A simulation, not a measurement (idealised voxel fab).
voxel released beams: a process module
For reference, the cross-section in this document is cut, with width 265 nm and square cells of 5 nm.
When this document writes out a cross-section, it uses a grid of square cells and lists it as bands, beginning at the top and moving down, with a band standing for one or more rows of cells.
What a band's entry tells you: where the top is and where the bottom is, as heights in nm, and after that what lies inside, material by material from left to right, each with its width in nm. Empty space is written as the word "air", and a single material marked with the word "throughout" occupies the band from edge to edge.
The reference from which all heights are counted is 0, the level beneath which the as-received wafer is entirely one material; the lowest band, having no lower bound, proceeds downward and is written after the example "0 and below".
The width entry "30 to 40" should be interpreted row by row: the top row of cells in the band takes the first number, the bottom row takes the second number, and the change between adjacent rows is uniform throughout.
Given "remained the same" for a step, no cell of the cross-section differs between before and after that step.
"Closed void catalog" lists enclosed empty spaces (at least 8 cells, no open path upward to the top), each as width x height at distance from the left edge, in nm.
The remark found on a step's line after its settings is issued by the simulator itself and pertains to that step.
"overlay nm", when on a step's line for a step with a mask, measures how far to the right of its planned place the mask lay; a negative measure means to the left.
# Set out below are the planned steps of the process
1: RECEIVE,material Si
2: CONFORMAL_DEP,material SiN,thk nm 5
3: DIRECTIONAL_DEP,material SiO2,thk nm 20
4: DIRECTIONAL_DEP,material aC,thk nm 10
5: PATTERN,tone open,mask id ANCHOR,material resist,width nm 25,thk nm 25,overlay nm 0
6: DIRECTIONAL_ETCH,etch materials aC,depth nm 10
7: STRIP,etch materials resist
8: DIRECTIONAL_ETCH,etch materials SiO2,depth nm 20
9: STRIP,etch materials aC
10: CONFORMAL_DEP,material W,thk nm 10
11: MASKED_ETCH,tone cover,mask id BEAM,width nm 95,etch materials W,depth nm 10,overlay nm 0
12: STRIP,etch materials SiO2
# So this is the incoming wafer in cross-section - it's already been through step 1
	0 and below: Si throughout
	Closed void catalog: none
# Run as planned - first of the two wafers cross-sectioned at the end of the module
	35 down to 25: air 80 nm; W 15 nm; air 5 nm; W 75 nm; air 90 nm
	25 down to 15: air 85 nm; W 10 nm; air 5 nm; W 10 nm; air 155 nm
	15 down to 5: air 85 nm; W 25 nm; air 155 nm
	5 down to 0: SiN throughout
	0 and below: Si throughout
	Closed void catalog: none
# Cross-section at end of module for the second wafer of two, which matched the first in starting point and plan and differed by one mistake in its processing
	35 down to 25: air 75 nm; W 20 nm; air 5 nm; W 80 nm; air 85 nm
	25 down to 15: air 85 nm; W 10 nm; air 5 nm; W 10 nm; air 155 nm
	15 down to 5: air 85 nm; W 25 nm; air 155 nm
	5 down to 0: SiN throughout
	0 and below: Si throughout
	Closed void catalog: none
Deviation from plan: step 11: run off-plan, actual operation and settings MASKED_ETCH,tone cover,mask id BEAM,width nm 105,etch materials W,depth nm 10,overlay nm 0
Final cells, second wafer relative to first, materials higher or lower: +4 W
